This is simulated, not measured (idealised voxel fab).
The document below concerns the process module designated voxel transistor to metal.
185 nm wide, 5 nm square cells: that's cross-section cut.
Cross-section, as written here: a square-cell grid given band by band from the top down, where a band holds one or more rows of cells.
This entry defines a band. It first specifies the height of the band's top and the height of its bottom in nm, and then specifies the band's materials from left to right, stating each material with its width in nm. The word "throughout" identifies a single material that fills the band from edge to edge, while the word "empty" identifies empty space.
Height reference: 0 = level under which incoming wafer is all one material. Lowest band: no bottom, runs on downward, e.g. "0 -> down".
The expression "30 to 40" gives the width at the extremes of the band, the first number at its top row of cells and the second at its bottom row, with the width changing by equal amounts from each row to the next in between.
Any step labelled "nothing different" changed none of the cells in the cross-section.
Entry "Sealed void list" = empty spaces >= 8 cells with no open way to the top; each as width x height at distance, distance from left edge, all nm.
after a step's settings: what the simulator itself notes on the step
A step's line can hold "overlay nm"; with a mask on that step, the setting says how far right of the planned place the mask lay, while a negative setting says it lay to the left.

-- Below is the list of planned process steps
1: RECEIVE [material Si]
2: OXIDIZE [depth nm 5]
3: CONFORMAL_DEP [material SiN] [thk nm 10]
4: MASKED_ETCH [tone cover] [mask id ACTIVE] [width nm 115] [etch materials SiN] [depth nm 10] [overlay nm 0]
5: MASKED_ETCH [tone cover] [mask id ACTIVE] [width nm 115] [etch materials SiO2] [depth nm 5] [overlay nm 0]
6: MASKED_ETCH [tone cover] [mask id ACTIVE] [width nm 115] [etch materials Si] [depth nm 20] [overlay nm 0]
7: OXIDIZE [depth nm 5]
8: FILL_DEP [material SiO2] [thk nm 10]
9: CMP [height nm 10]
10: SELECTIVE_ETCH [etch materials SiO2] [depth nm 10]
11: STRIP [etch materials SiN]
12: SELECTIVE_ETCH [etch materials SiO2] [depth nm 5]
13: OXIDIZE [depth nm 5]
14: DIRECTIONAL_DEP [material polySi] [thk nm 25]
15: DIRECTIONAL_DEP [material SiCN] [thk nm 15]
16: PATTERN [tone cover] [mask id GATE] [material resist] [width nm 35] [thk nm 20] [overlay nm 0]
17: DIRECTIONAL_ETCH [etch materials SiCN] [depth nm 25]
18: DIRECTIONAL_ETCH [etch materials polySi] [depth nm 35]
19: STRIP [etch materials resist]
20: CONFORMAL_DEP [material SiN] [thk nm 10]
21: DIRECTIONAL_ETCH [etch materials SiN] [depth nm 10]
22: DIRECTIONAL_ETCH [etch materials SiO2] [depth nm 5]
23: DIRECTIONAL_ETCH [etch materials Si] [depth nm 15]
24: EPI [material SiGe] [thk nm 20]
25: FILL_DEP [material SiO2] [thk nm 5]
26: CMP [height nm 20]
27: STRIP [etch materials polySi]
28: SELECTIVE_ETCH [etch materials SiO2] [depth nm 5]
29: CONFORMAL_DEP [material HfO2] [thk nm 5]
30: CONFORMAL_DEP [material TiN] [thk nm 5]
31: FILL_DEP [material W] [thk nm 10]
32: CMP [height nm 15]
33: DIRECTIONAL_DEP [material SiO2] [thk nm 10]
34: PATTERN [tone open] [mask id CONTACT] [material resist] [width nm 20] [pitch nm 85] [thk nm 20] [overlay nm 0]
35: DIRECTIONAL_ETCH [etch materials SiO2] [depth nm 30]
36: STRIP [etch materials resist]
37: CONFORMAL_DEP [material TiN] [thk nm 5]
38: FILL_DEP [material W] [thk nm 10]
39: CMP [height nm 25]
40: DIRECTIONAL_DEP [material TiN] [thk nm 5]
41: DIRECTIONAL_DEP [material Ru] [thk nm 15]
42: PATTERN [tone cover] [mask id METAL_1] [material resist] [width nm 20] [pitch nm 85] [thk nm 15] [overlay nm 0]
43: DIRECTIONAL_ETCH [etch materials Ru] [depth nm 15]
44: DIRECTIONAL_ETCH [etch materials TiN] [depth nm 5]
45: STRIP [etch materials resist]
46: CONFORMAL_DEP [material SiCN] [thk nm 5]
47: FILL_DEP [material lowk] [thk nm 5]
48: CMP [height nm 45]
49: CONFORMAL_DEP [material SiCN] [thk nm 5]
50: DIRECTIONAL_DEP [material lowk] [thk nm 35]
51: MASKED_ETCH [tone open] [mask id METAL_2_HOLES] [width nm 15] [pitch nm 85] [etch materials lowk] [depth nm 35] [overlay nm 0]
52: PATTERN [tone open] [mask id METAL_2] [material resist] [width nm 20] [pitch nm 85] [thk nm 15] [overlay nm 0]
53: DIRECTIONAL_ETCH [etch materials lowk] [depth nm 20]
54: DIRECTIONAL_ETCH [etch materials SiCN] [depth nm 5]
55: STRIP [etch materials resist]
56: CONFORMAL_DEP [material TiN] [thk nm 5]
57: FILL_DEP [material Cu] [thk nm 5]
58: CMP [height nm 85]
59: CONFORMAL_DEP [material SiCN] [thk nm 5]

-- Cross-section: wafer on arrival = after step 1
	0 -> down: Si throughout
	Sealed void list: none

-- Same starting wafer, same plan as above, one mistake in the execution; this is the cross-section at the end of the module
	90 -> 85: SiCN throughout
	85 -> 70: 40 of lowk | 5 of TiN | 10 of Cu | 5 of TiN | 65 of lowk | 5 of TiN | 10 of Cu | 5 of TiN | 40 of lowk
	70 -> 65: 40 of lowk | 5 of TiN | 5 of Cu | 10 of TiN | 65 of lowk | 5 of TiN | 5 of Cu | 10 of TiN | 40 of lowk
	65 -> 50: 40 of lowk | 5 of TiN | 5 of Cu | 5 of TiN | 70 of lowk | 5 of TiN | 5 of Cu | 5 of TiN | 45 of lowk
	50 -> 45: 40 of SiCN | 15 of TiN | 70 of SiCN | 15 of TiN | 45 of SiCN
	45 -> 30: 35 of lowk | 5 of SiCN | 20 of Ru | 5 of SiCN | 55 of lowk | 5 of SiCN | 20 of Ru | 5 of SiCN | 35 of lowk
	30 -> 25: 40 of SiCN | 20 of TiN | 65 of SiCN | 20 of TiN | 40 of SiCN
	25 -> 15: 40 of SiO2 | 5 of TiN | 10 of W | 5 of TiN | 65 of SiO2 | 5 of TiN | 10 of W | 5 of TiN | 40 of SiO2
	15 -> 10: 40 of SiO2 | 20 of TiN | 10 of SiO2 | 10 of SiN | 5 of HfO2 | 5 of TiN | 15 of W | 5 of TiN | 5 of HfO2 | 10 of SiN | 20 of TiN | 40 of SiO2
	10 -> 0: 40 of SiO2 | 10 of TiN | 20 of SiGe | 10 of SiN | 5 of HfO2 | 5 of TiN | 15 of W | 5 of TiN | 5 of HfO2 | 10 of SiN | 20 of SiGe | 40 of SiO2
	0 -> -5: 40 of SiO2 | 10 of TiN | 20 of SiGe | 10 of SiN | 5 of HfO2 | 25 of TiN | 5 of HfO2 | 10 of SiN | 20 of SiGe | 40 of SiO2
	-5 -> -10: 35 of SiO2 | 35 of SiGe | 5 of SiO2 | 45 of HfO2 | 5 of SiO2 | 25 of SiGe | 35 of SiO2
	-10 -> -25: 40 of SiO2 | 30 of SiGe | 55 of Si | 20 of SiGe | 40 of SiO2
	-25 -> -30: 40 of SiO2 | 105 of Si | 40 of SiO2
	-30 -> down: Si throughout
	Sealed void list: none
In executing the process, a mistake was made relative to the plan: step 16 changed vs plan, executed as PATTERN [tone cover] [mask id GATE] [material resist] [width nm 35] [thk nm 20] [overlay nm 5]
